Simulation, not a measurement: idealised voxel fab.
A process module follows: voxel capacitor over wiring.
Square cell edge 5 nm, section width 230 nm, ID cut.
The cross-sections in this document take the form of a grid made of square cells. They are written out as bands, in order from top to bottom. Each band consists of one or more rows of cells. Top height, bottom height, nm. Materials left to right, width each, nm. Single material + "edge to edge" = fills band edge to edge. "blank" = empty. Beneath 0, the wafer as received is one material, and that level is where height counting begins. The lowest band goes on downward without a bottom; it is written like "from 0 down". Top row gets the first number, bottom row gets the second, and each row in between changes by the same step: that is how a band width like "30 to 40" works. "stayed the same" for a step: no cell of the cross-section changed in that step. "Unvented voids" contains a list of empty spaces, each no smaller than 8 cells and without an open way to the top, written in the form width x height at distance with the distance from the left edge and all three in nm. Where a step's line continues beyond its settings, the continuation is a remark by the simulator itself on that step. A step line may carry the setting "overlay nm", which, for steps involving a mask, states the distance by which the mask lay to the right of its intended position; negative values denote displacement to the left.
## Steps in the process plan
1. RECEIVE with material Si
2. CONFORMAL_DEP with material SiO2, thk nm 15
3. DIRECTIONAL_DEP with material TiN, thk nm 5
4. DIRECTIONAL_DEP with material Ru, thk nm 15
5. PATTERN with tone cover, mask id METAL_1, material resist, width nm 25, pitch nm 80, thk nm 20, overlay nm 0
6. DIRECTIONAL_ETCH with etch materials Ru, depth nm 15
7. DIRECTIONAL_ETCH with etch materials TiN, depth nm 5
8. STRIP with etch materials resist
9. FILL_DEP with material lowk, thk nm 10
10. CMP with height nm 35
11. CONFORMAL_DEP with material SiCN, thk nm 5
12. DIRECTIONAL_DEP with material lowk, thk nm 20
13. DIRECTIONAL_DEP with material aC, thk nm 10
14. PATTERN with tone open, mask id PLUG_1, material resist, width nm 15, thk nm 30, overlay nm 0
15. DIRECTIONAL_ETCH with etch materials aC, depth nm 10
16. STRIP with etch materials resist
17. DIRECTIONAL_ETCH with etch materials lowk, depth nm 20
18. DIRECTIONAL_ETCH with etch materials SiCN, depth nm 5
19. STRIP with etch materials aC
20. CONFORMAL_DEP with material TiN, thk nm 5
21. FILL_DEP with material Ru, thk nm 5
22. CMP with height nm 60
23. DIRECTIONAL_DEP with material TiN, thk nm 10
24. DIRECTIONAL_DEP with material Al2O3, thk nm 5
25. DIRECTIONAL_DEP with material TiN, thk nm 5
26. MASKED_ETCH with tone cover, mask id UPPER_PLATE, width nm 60, etch materials TiN, depth nm 5, overlay nm 0
27. MASKED_ETCH with tone cover, mask id UPPER_PLATE, width nm 60, etch materials Al2O3, depth nm 5, overlay nm 0
28. MASKED_ETCH with tone cover, mask id LOWER_PLATE, width nm 70, etch materials TiN, depth nm 10, overlay nm 0
29. FILL_DEP with material SiO2, thk nm 15
30. CMP with height nm 90
31. DIRECTIONAL_DEP with material aC, thk nm 10
32. PATTERN with tone open, mask id PLUG_2, material resist, width nm 15, thk nm 25, overlay nm 0
33. DIRECTIONAL_ETCH with etch materials aC, depth nm 10
34. STRIP with etch materials resist
35. DIRECTIONAL_ETCH with etch materials SiO2, depth nm 10
36. STRIP with etch materials aC
37. CONFORMAL_DEP with material TiN, thk nm 5
38. FILL_DEP with material Ru, thk nm 5
39. CMP with height nm 90
40. CONFORMAL_DEP with material SiCN, thk nm 5
## First out of two wafers; run went to plan
## Cross-section: wafer on arrival = after step 1
- from 0 down  Si edge to edge
- Unvented voids: none
## You're looking at a cross-section of the wafer after step 2
- from 15 to 0  SiO2 edge to edge
- At heights below 0, the structure remains unaltered.
## You're looking at a cross-section of the wafer after step 3
- from 20 to 15  TiN edge to edge
- At heights below 15, the structure remains unaltered.
## You're looking at a cross-section of the wafer after step 4
- from 35 to 20  Ru edge to edge
- At heights below 20, the structure remains unaltered.
## You're looking at a cross-section of the wafer after step 5
- from 55 to 35  60 nm blank / 25 nm resist / 55 nm blank / 25 nm resist / 65 nm blank
- At heights below 35, the structure remains unaltered.
## You're looking at a cross-section of the wafer after step 6
- from 55 to 35  60 nm blank / 25 nm resist / 55 nm blank / 25 nm resist / 65 nm blank
- from 35 to 20  60 nm blank / 25 nm Ru / 55 nm blank / 25 nm Ru / 65 nm blank
- At heights below 20, the structure remains unaltered.
## You're looking at a cross-section of the wafer after step 7
- from 55 to 35  60 nm blank / 25 nm resist / 55 nm blank / 25 nm resist / 65 nm blank
- from 35 to 20  60 nm blank / 25 nm Ru / 55 nm blank / 25 nm Ru / 65 nm blank
- from 20 to 15  60 nm blank / 25 nm TiN / 55 nm blank / 25 nm TiN / 65 nm blank
- At heights below 15, the structure remains unaltered.
## You're looking at a cross-section of the wafer after step 8
- from 35 to 20  60 nm blank / 25 nm Ru / 55 nm blank / 25 nm Ru / 65 nm blank
- At heights below 20, the structure remains unaltered.
## You're looking at a cross-section of the wafer after step 9
- from 45 to 35  lowk edge to edge
- from 35 to 20  60 nm lowk / 25 nm Ru / 55 nm lowk / 25 nm Ru / 65 nm lowk
- from 20 to 15  60 nm lowk / 25 nm TiN / 55 nm lowk / 25 nm TiN / 65 nm lowk
- At heights below 15, the structure remains unaltered.
## You're looking at a cross-section of the wafer after step 10
- from 35 to 20  60 nm lowk / 25 nm Ru / 55 nm lowk / 25 nm Ru / 65 nm lowk
- At heights below 20, the structure remains unaltered.
## You're looking at a cross-section of the wafer after step 11
- from 40 to 35  SiCN edge to edge
- At heights below 35, the structure remains unaltered.
## You're looking at a cross-section of the wafer after step 12
- from 60 to 40  lowk edge to edge
- At heights below 40, the structure remains unaltered.
## You're looking at a cross-section of the wafer after step 13
- from 70 to 60  aC edge to edge
- At heights below 60, the structure remains unaltered.
## You're looking at a cross-section of the wafer after step 14
- from 100 to 70  70 nm resist / 15 nm blank / 145 nm resist
- At heights below 70, the structure remains unaltered.
## You're looking at a cross-section of the wafer after step 15
- from 90 to 70  70 nm resist / 15 nm blank / 145 nm resist
- from 70 to 60  70 nm aC / 15 nm blank / 145 nm aC
- At heights below 60, the structure remains unaltered.
## You're looking at a cross-section of the wafer after step 16
- from 70 to 60  70 nm aC / 15 nm blank / 145 nm aC
- At heights below 60, the structure remains unaltered.
## You're looking at a cross-section of the wafer after step 17
- from 70 to 60  70 nm aC / 15 nm blank / 145 nm aC
- from 60 to 40  70 nm lowk / 15 nm blank / 145 nm lowk
- At heights below 40, the structure remains unaltered.
## You're looking at a cross-section of the wafer after step 18
- from 70 to 60  70 nm aC / 15 nm blank / 145 nm aC
- from 60 to 40  70 nm lowk / 15 nm blank / 145 nm lowk
- from 40 to 35  70 nm SiCN / 15 nm blank / 145 nm SiCN
- At heights below 35, the structure remains unaltered.
## You're looking at a cross-section of the wafer after step 19
- from 60 to 40  70 nm lowk / 15 nm blank / 145 nm lowk
- At heights below 40, the structure remains unaltered.
## You're looking at a cross-section of the wafer after step 20
- from 65 to 60  75 nm TiN / 5 nm blank / 150 nm TiN
- from 60 to 40  70 nm lowk / 5 nm TiN / 5 nm blank / 5 nm TiN / 145 nm lowk
- from 40 to 35  70 nm SiCN / 15 nm TiN / 145 nm SiCN
- At heights below 35, the structure remains unaltered.
## You're looking at a cross-section of the wafer after step 21
- from 70 to 65  Ru edge to edge
- from 65 to 60  75 nm TiN / 5 nm Ru / 150 nm TiN
- from 60 to 40  70 nm lowk / 5 nm TiN / 5 nm Ru / 5 nm TiN / 145 nm lowk
- At heights below 40, the structure remains unaltered.
## You're looking at a cross-section of the wafer after step 22
- from 60 to 40  70 nm lowk / 5 nm TiN / 5 nm Ru / 5 nm TiN / 145 nm lowk
- At heights below 40, the structure remains unaltered.
## You're looking at a cross-section of the wafer after step 23
- from 70 to 60  TiN edge to edge
- At heights below 60, the structure remains unaltered.
## You're looking at a cross-section of the wafer after step 24
- from 75 to 70  Al2O3 edge to edge
- At heights below 70, the structure remains unaltered.
## You're looking at a cross-section of the wafer after step 25
- from 80 to 75  TiN edge to edge
- At heights below 75, the structure remains unaltered.
## You're looking at a cross-section of the wafer after step 26
- from 80 to 75  70 nm blank / 60 nm TiN / 100 nm blank
- At heights below 75, the structure remains unaltered.
## You're looking at a cross-section of the wafer after step 27
- from 80 to 75  70 nm blank / 60 nm TiN / 100 nm blank
- from 75 to 70  70 nm blank / 60 nm Al2O3 / 100 nm blank
- At heights below 70, the structure remains unaltered.
## You're looking at a cross-section of the wafer after step 28
- from 80 to 75  70 nm blank / 60 nm TiN / 100 nm blank
- from 75 to 70  70 nm blank / 60 nm Al2O3 / 100 nm blank
- from 70 to 60  65 nm blank / 70 nm TiN / 95 nm blank
- At heights below 60, the structure remains unaltered.
## You're looking at a cross-section of the wafer after step 29
- from 95 to 80  SiO2 edge to edge
- from 80 to 75  70 nm SiO2 / 60 nm TiN / 100 nm SiO2
- from 75 to 70  70 nm SiO2 / 60 nm Al2O3 / 100 nm SiO2
- from 70 to 60  65 nm SiO2 / 70 nm TiN / 95 nm SiO2
- At heights below 60, the structure remains unaltered.
## You're looking at a cross-section of the wafer after step 30
- from 90 to 80  SiO2 edge to edge
- At heights below 80, the structure remains unaltered.
## You're looking at a cross-section of the wafer after step 31
- from 100 to 90  aC edge to edge
- At heights below 90, the structure remains unaltered.
## You're looking at a cross-section of the wafer after step 32
- from 125 to 100  80 nm resist / 15 nm blank / 135 nm resist
- At heights below 100, the structure remains unaltered.
## You're looking at a cross-section of the wafer after step 33
- from 115 to 100  80 nm resist / 15 nm blank / 135 nm resist
- from 100 to 90  80 nm aC / 15 nm blank / 135 nm aC
- At heights below 90, the structure remains unaltered.
## You're looking at a cross-section of the wafer after step 34
- from 100 to 90  80 nm aC / 15 nm blank / 135 nm aC
- At heights below 90, the structure remains unaltered.
## You're looking at a cross-section of the wafer after step 35
- from 100 to 90  80 nm aC / 15 nm blank / 135 nm aC
- from 90 to 80  80 nm SiO2 / 15 nm blank / 135 nm SiO2
- At heights below 80, the structure remains unaltered.
## You're looking at a cross-section of the wafer after step 36
- from 90 to 80  80 nm SiO2 / 15 nm blank / 135 nm SiO2
- At heights below 80, the structure remains unaltered.
## You're looking at a cross-section of the wafer after step 37
- from 95 to 90  85 nm TiN / 5 nm blank / 140 nm TiN
- from 90 to 85  80 nm SiO2 / 5 nm TiN / 5 nm blank / 5 nm TiN / 135 nm SiO2
- from 85 to 75  80 to 70 nm SiO2 / 15 to 60 nm TiN / 135 to 100 nm SiO2
- At heights below 75, the structure remains unaltered.
## You're looking at a cross-section of the wafer after step 38
- from 100 to 95  Ru edge to edge
- from 95 to 90  85 nm TiN / 5 nm Ru / 140 nm TiN
- from 90 to 85  80 nm SiO2 / 5 nm TiN / 5 nm Ru / 5 nm TiN / 135 nm SiO2
- At heights below 85, the structure remains unaltered.
## You're looking at a cross-section of the wafer after step 39
- from 90 to 85  80 nm SiO2 / 5 nm TiN / 5 nm Ru / 5 nm TiN / 135 nm SiO2
- At heights below 85, the structure remains unaltered.
## You're looking at a cross-section of the wafer after step 40
- from 95 to 90  SiCN edge to edge
- At heights below 90, the structure remains unaltered.
## Second wafer. Start and plan as for the first. One mistake made in running. Agrees with the first up to and including step 2
## Look at the second wafer in cross-section at the time step 3 ought to have finished
- from 30 to 15  Ru edge to edge
- At heights below 15, the structure remains unaltered.
## Look at the second wafer in cross-section at the time step 4 ought to have finished
- from 35 to 30  TiN edge to edge
- At heights below 30, the structure remains unaltered.
## Look at the second wafer in cross-section at the time step 5 ought to have finished
- from 55 to 35  60 nm blank / 25 nm resist / 55 nm blank / 25 nm resist / 65 nm blank
- At heights below 35, the structure remains unaltered.
Look at the second wafer in cross-section at the time step 6 ought to have finished: stayed the same
## Look at the second wafer in cross-section at the time step 7 ought to have finished
- from 55 to 35  60 nm blank / 25 nm resist / 55 nm blank / 25 nm resist / 65 nm blank
- from 35 to 30  60 nm blank / 25 nm TiN / 55 nm blank / 25 nm TiN / 65 nm blank
- At heights below 30, the structure remains unaltered.
## Look at the second wafer in cross-section at the time step 8 ought to have finished
- from 35 to 30  60 nm blank / 25 nm TiN / 55 nm blank / 25 nm TiN / 65 nm blank
- At heights below 30, the structure remains unaltered.
## Look at the second wafer in cross-section at the time step 9 ought to have finished
- from 45 to 35  lowk edge to edge
- from 35 to 30  60 nm lowk / 25 nm TiN / 55 nm lowk / 25 nm TiN / 65 nm lowk
- At heights below 30, the structure remains unaltered.
## Look at the second wafer in cross-section at the time step 10 ought to have finished
- from 35 to 30  60 nm lowk / 25 nm TiN / 55 nm lowk / 25 nm TiN / 65 nm lowk
- At heights below 30, the structure remains unaltered.
## Look at the second wafer in cross-section at the time step 11 ought to have finished
- from 40 to 35  SiCN edge to edge
- At heights below 35, the structure remains unaltered.
## Look at the second wafer in cross-section at the time step 12 ought to have finished
- from 60 to 40  lowk edge to edge
- At heights below 40, the structure remains unaltered.
## Look at the second wafer in cross-section at the time step 13 ought to have finished
- from 70 to 60  aC edge to edge
- At heights below 60, the structure remains unaltered.
## Look at the second wafer in cross-section at the time step 14 ought to have finished
- from 100 to 70  70 nm resist / 15 nm blank / 145 nm resist
- At heights below 70, the structure remains unaltered.
## Look at the second wafer in cross-section at the time step 15 ought to have finished
- from 90 to 70  70 nm resist / 15 nm blank / 145 nm resist
- from 70 to 60  70 nm aC / 15 nm blank / 145 nm aC
- At heights below 60, the structure remains unaltered.
## Look at the second wafer in cross-section at the time step 16 ought to have finished
- from 70 to 60  70 nm aC / 15 nm blank / 145 nm aC
- At heights below 60, the structure remains unaltered.
## Look at the second wafer in cross-section at the time step 17 ought to have finished
- from 70 to 60  70 nm aC / 15 nm blank / 145 nm aC
- from 60 to 40  70 nm lowk / 15 nm blank / 145 nm lowk
- At heights below 40, the structure remains unaltered.
## Look at the second wafer in cross-section at the time step 18 ought to have finished
- from 70 to 60  70 nm aC / 15 nm blank / 145 nm aC
- from 60 to 40  70 nm lowk / 15 nm blank / 145 nm lowk
- from 40 to 35  70 nm SiCN / 15 nm blank / 145 nm SiCN
- At heights below 35, the structure remains unaltered.
## Look at the second wafer in cross-section at the time step 19 ought to have finished
- from 60 to 40  70 nm lowk / 15 nm blank / 145 nm lowk
- At heights below 40, the structure remains unaltered.
## Look at the second wafer in cross-section at the time step 20 ought to have finished
- from 65 to 60  75 nm TiN / 5 nm blank / 150 nm TiN
- from 60 to 40  70 nm lowk / 5 nm TiN / 5 nm blank / 5 nm TiN / 145 nm lowk
- from 40 to 35  70 nm SiCN / 15 nm TiN / 145 nm SiCN
- At heights below 35, the structure remains unaltered.
## Look at the second wafer in cross-section at the time step 21 ought to have finished
- from 70 to 65  Ru edge to edge
- from 65 to 60  75 nm TiN / 5 nm Ru / 150 nm TiN
- from 60 to 40  70 nm lowk / 5 nm TiN / 5 nm Ru / 5 nm TiN / 145 nm lowk
- At heights below 40, the structure remains unaltered.
## Look at the second wafer in cross-section at the time step 22 ought to have finished
- from 60 to 40  70 nm lowk / 5 nm TiN / 5 nm Ru / 5 nm TiN / 145 nm lowk
- At heights below 40, the structure remains unaltered.
## Look at the second wafer in cross-section at the time step 23 ought to have finished
- from 70 to 60  TiN edge to edge
- At heights below 60, the structure remains unaltered.
## Look at the second wafer in cross-section at the time step 24 ought to have finished
- from 75 to 70  Al2O3 edge to edge
- At heights below 70, the structure remains unaltered.
## Look at the second wafer in cross-section at the time step 25 ought to have finished
- from 80 to 75  TiN edge to edge
- At heights below 75, the structure remains unaltered.
## Look at the second wafer in cross-section at the time step 26 ought to have finished
- from 80 to 75  70 nm blank / 60 nm TiN / 100 nm blank
- At heights below 75, the structure remains unaltered.
## Look at the second wafer in cross-section at the time step 27 ought to have finished
- from 80 to 75  70 nm blank / 60 nm TiN / 100 nm blank
- from 75 to 70  70 nm blank / 60 nm Al2O3 / 100 nm blank
- At heights below 70, the structure remains unaltered.
## Look at the second wafer in cross-section at the time step 28 ought to have finished
- from 80 to 75  70 nm blank / 60 nm TiN / 100 nm blank
- from 75 to 70  70 nm blank / 60 nm Al2O3 / 100 nm blank
- from 70 to 60  65 nm blank / 70 nm TiN / 95 nm blank
- At heights below 60, the structure remains unaltered.
## Look at the second wafer in cross-section at the time step 29 ought to have finished
- from 95 to 80  SiO2 edge to edge
- from 80 to 75  70 nm SiO2 / 60 nm TiN / 100 nm SiO2
- from 75 to 70  70 nm SiO2 / 60 nm Al2O3 / 100 nm SiO2
- from 70 to 60  65 nm SiO2 / 70 nm TiN / 95 nm SiO2
- At heights below 60, the structure remains unaltered.
## Look at the second wafer in cross-section at the time step 30 ought to have finished
- from 90 to 80  SiO2 edge to edge
- At heights below 80, the structure remains unaltered.
## Look at the second wafer in cross-section at the time step 31 ought to have finished
- from 100 to 90  aC edge to edge
- At heights below 90, the structure remains unaltered.
## Look at the second wafer in cross-section at the time step 32 ought to have finished
- from 125 to 100  80 nm resist / 15 nm blank / 135 nm resist
- At heights below 100, the structure remains unaltered.
## Look at the second wafer in cross-section at the time step 33 ought to have finished
- from 115 to 100  80 nm resist / 15 nm blank / 135 nm resist
- from 100 to 90  80 nm aC / 15 nm blank / 135 nm aC
- At heights below 90, the structure remains unaltered.
## Look at the second wafer in cross-section at the time step 34 ought to have finished
- from 100 to 90  80 nm aC / 15 nm blank / 135 nm aC
- At heights below 90, the structure remains unaltered.
## Look at the second wafer in cross-section at the time step 35 ought to have finished
- from 100 to 90  80 nm aC / 15 nm blank / 135 nm aC
- from 90 to 80  80 nm SiO2 / 15 nm blank / 135 nm SiO2
- At heights below 80, the structure remains unaltered.
## Look at the second wafer in cross-section at the time step 36 ought to have finished
- from 90 to 80  80 nm SiO2 / 15 nm blank / 135 nm SiO2
- At heights below 80, the structure remains unaltered.
## Look at the second wafer in cross-section at the time step 37 ought to have finished
- from 95 to 90  85 nm TiN / 5 nm blank / 140 nm TiN
- from 90 to 85  80 nm SiO2 / 5 nm TiN / 5 nm blank / 5 nm TiN / 135 nm SiO2
- from 85 to 75  80 to 70 nm SiO2 / 15 to 60 nm TiN / 135 to 100 nm SiO2
- At heights below 75, the structure remains unaltered.
## Look at the second wafer in cross-section at the time step 38 ought to have finished
- from 100 to 95  Ru edge to edge
- from 95 to 90  85 nm TiN / 5 nm Ru / 140 nm TiN
- from 90 to 85  80 nm SiO2 / 5 nm TiN / 5 nm Ru / 5 nm TiN / 135 nm SiO2
- At heights below 85, the structure remains unaltered.
## Look at the second wafer in cross-section at the time step 39 ought to have finished
- from 90 to 85  80 nm SiO2 / 5 nm TiN / 5 nm Ru / 5 nm TiN / 135 nm SiO2
- At heights below 85, the structure remains unaltered.
## Look at the second wafer in cross-section at the time step 40 ought to have finished
- from 95 to 90  SiCN edge to edge
- At heights below 90, the structure remains unaltered.
Plan not followed: sequence error: steps 3 and 4 interchanged
Bottom line after processing is that, in cells, the second wafer is up or down on some materials versus the first: Ru: 108 more | lowk: 108 fewer
